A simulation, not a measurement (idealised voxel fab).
process module | voxel transistor to metal
cross-section cut | 165 nm wide | cells 5 nm
A cross-section is a grid of square cells, given in bands from the top down. A band is one or more rows of cells.
Each band's line starts with the height of the band's top and of its bottom, in nm. Then come its materials from left to right, each with its width in nm. One material with "throughout" fills the band from edge to edge. "air" is empty space.
Height 0 is the level under which the wafer as received is all one material. The lowest band goes on downwards, as in "0 down".
A width such as "30 to 40" changes by the same amount from each row of cells to the next, from the band's top row to its bottom row.
"no change" after a step means that no cell of the cross-section changed.
closed voids: empty space of 8 cells or more with no open way to the top, each as width x height at its distance from the left edge, in nm
after a step's settings: what the simulator itself notes on the step
overlay nm, on a step with a mask: how far to the right of its planned place the mask lay; to the left if negative
plan
1 op RECEIVE | material Si
2 op OXIDIZE | depth nm 5
3 op CONFORMAL_DEP | material SiN | thk nm 15
4 op DIRECTIONAL_DEP | material aC | thk nm 10
5 op PATTERN | tone cover | mask id ACTIVE | material resist | width nm 115 | thk nm 25 | overlay nm 0
6 op DIRECTIONAL_ETCH | etch materials aC | depth nm 10
7 op STRIP | etch materials resist
8 op DIRECTIONAL_ETCH | etch materials SiN | depth nm 15
9 op DIRECTIONAL_ETCH | etch materials SiO2 | depth nm 5
10 op DIRECTIONAL_ETCH | etch materials Si | depth nm 25
11 op STRIP | etch materials aC
12 op OXIDIZE | depth nm 5
13 op FILL_DEP | material SiO2 | thk nm 15
14 op CMP | height nm 15
15 op SELECTIVE_ETCH | etch materials SiO2 | depth nm 5
16 op STRIP | etch materials SiN
17 op SELECTIVE_ETCH | etch materials SiO2 | depth nm 5
18 op OXIDIZE | depth nm 5
19 op DIRECTIONAL_DEP | material polySi | thk nm 25
20 op DIRECTIONAL_DEP | material SiCN | thk nm 15
21 op PATTERN | tone cover | mask id GATE | material resist | width nm 35 | thk nm 20 | overlay nm 0
22 op DIRECTIONAL_ETCH | etch materials SiCN | depth nm 25
23 op DIRECTIONAL_ETCH | etch materials polySi | depth nm 35
24 op STRIP | etch materials resist
25 op CONFORMAL_DEP | material SiN | thk nm 5
26 op DIRECTIONAL_ETCH | etch materials SiN | depth nm 5
27 op DIRECTIONAL_ETCH | etch materials SiO2 | depth nm 5
28 op DIRECTIONAL_ETCH | etch materials Si | depth nm 15
29 op EPI | material pSi | thk nm 15
30 op FILL_DEP | material SiO2 | thk nm 10
31 op CMP | height nm 20
32 op STRIP | etch materials polySi
33 op SELECTIVE_ETCH | etch materials SiO2 | depth nm 5
34 op CONFORMAL_DEP | material HfO2 | thk nm 5
35 op CONFORMAL_DEP | material TiN | thk nm 5
36 op FILL_DEP | material W | thk nm 5
37 op CMP | height nm 15
38 op DIRECTIONAL_DEP | material SiO2 | thk nm 15
39 op DIRECTIONAL_DEP | material aC | thk nm 15
40 op PATTERN | tone open | mask id CONTACT | material resist | width nm 15 | pitch nm 80 | thk nm 35 | overlay nm 0
41 op DIRECTIONAL_ETCH | etch materials aC | depth nm 15
42 op STRIP | etch materials resist
43 op DIRECTIONAL_ETCH | etch materials SiO2 | depth nm 40
44 op STRIP | etch materials aC
45 op CONFORMAL_DEP | material TiN | thk nm 5
46 op FILL_DEP | material W | thk nm 10
47 op CMP | height nm 30
48 op CONFORMAL_DEP | material SiCN | thk nm 5
49 op DIRECTIONAL_DEP | material lowk | thk nm 20
50 op PATTERN | tone open | mask id METAL_1 | material resist | width nm 15 | pitch nm 80 | thk nm 15 | overlay nm 0
51 op DIRECTIONAL_ETCH | etch materials lowk | depth nm 20
52 op DIRECTIONAL_ETCH | etch materials SiCN | depth nm 5
53 op STRIP | etch materials resist
54 op CONFORMAL_DEP | material TiN | thk nm 5
55 op FILL_DEP | material Cu | thk nm 5
56 op CMP | height nm 55
57 op CONFORMAL_DEP | material SiCN | thk nm 5
58 op DIRECTIONAL_DEP | material SiO2 | thk nm 35
59 op PATTERN | tone open | mask id METAL_2 | material resist | width nm 15 | pitch nm 80 | thk nm 20 | overlay nm 0
60 op DIRECTIONAL_ETCH | etch materials SiO2 | depth nm 20
61 op STRIP | etch materials resist
62 op MASKED_ETCH | tone open | mask id METAL_2_HOLES | width nm 15 | pitch nm 80 | etch materials SiO2 | depth nm 15 | overlay nm 0
63 op MASKED_ETCH | tone open | mask id METAL_2_HOLES | width nm 15 | pitch nm 80 | etch materials SiCN | depth nm 5 | overlay nm 0
64 op CONFORMAL_DEP | material TiN | thk nm 5
65 op FILL_DEP | material Ru | thk nm 10
66 op CMP | height nm 95
67 op CONFORMAL_DEP | material SiCN | thk nm 5
as received, after step 1
  0 down: Si throughout
  closed voids: none
a wafer at the end: this start, this plan, one mistake
  100 to 95: SiCN throughout
  95 to 65: SiO2 35 | TiN 5 | Ru 5 | TiN 5 | SiO2 65 | TiN 5 | Ru 5 | TiN 5 | SiO2 35
  65 to 60: SiO2 35 | TiN 15 | SiO2 65 | TiN 15 | SiO2 35
  60 to 55: SiCN 45 | TiN 5 | SiCN 75 | TiN 5 | SiCN 35
  55 to 35: lowk 35 | TiN 5 | Cu 5 | TiN 5 | lowk 65 | TiN 5 | Cu 5 | TiN 5 | lowk 35
  35 to 30: SiCN 35 | TiN 15 | SiCN 65 | TiN 15 | SiCN 35
  30 to 15: SiO2 35 | TiN 5 | W 5 | TiN 5 | SiO2 65 | TiN 5 | W 5 | TiN 5 | SiO2 35
  15 to 10: SiO2 35 | TiN 5 | W 5 | TiN 5 | SiO2 10 | SiN 5 | HfO2 5 | TiN 5 | W 15 | TiN 5 | HfO2 5 | SiN 5 | SiO2 10 | TiN 5 | W 5 | TiN 5 | SiO2 35
  10 to 5: SiO2 35 | TiN 15 | SiO2 10 | SiN 5 | HfO2 5 | TiN 5 | W 15 | TiN 5 | HfO2 5 | SiN 5 | SiO2 10 | TiN 15 | SiO2 35
  5 to 0: SiO2 20 | SiN 5 | SiO2 10 | TiN 10 | pSi 15 | SiN 5 | HfO2 5 | TiN 5 | W 15 | TiN 5 | HfO2 5 | SiN 5 | pSi 15 | TiN 10 | SiO2 10 | SiN 5 | SiO2 20
  0 to -5: SiO2 20 | SiN 5 | SiO2 10 | TiN 10 | pSi 15 | SiN 5 | HfO2 5 | TiN 25 | HfO2 5 | SiN 5 | pSi 15 | TiN 10 | SiO2 10 | SiN 5 | SiO2 20
  -5 to -10: SiO2 35 | TiN 10 | pSi 15 | HfO2 45 | pSi 15 | TiN 10 | SiO2 35
  -10 to -25: SiO2 30 | pSi 30 | Si 45 | pSi 30 | SiO2 30
  -25 to -35: SiO2 30 | Si 105 | SiO2 30
  -35 down: Si throughout
  closed voids: none
what went wrong: step 63 ran as: op MASKED_ETCH | tone open | mask id METAL_2_HOLES | width nm 15 | pitch nm 80 | etch materials SiCN | depth nm 5 | overlay nm 10
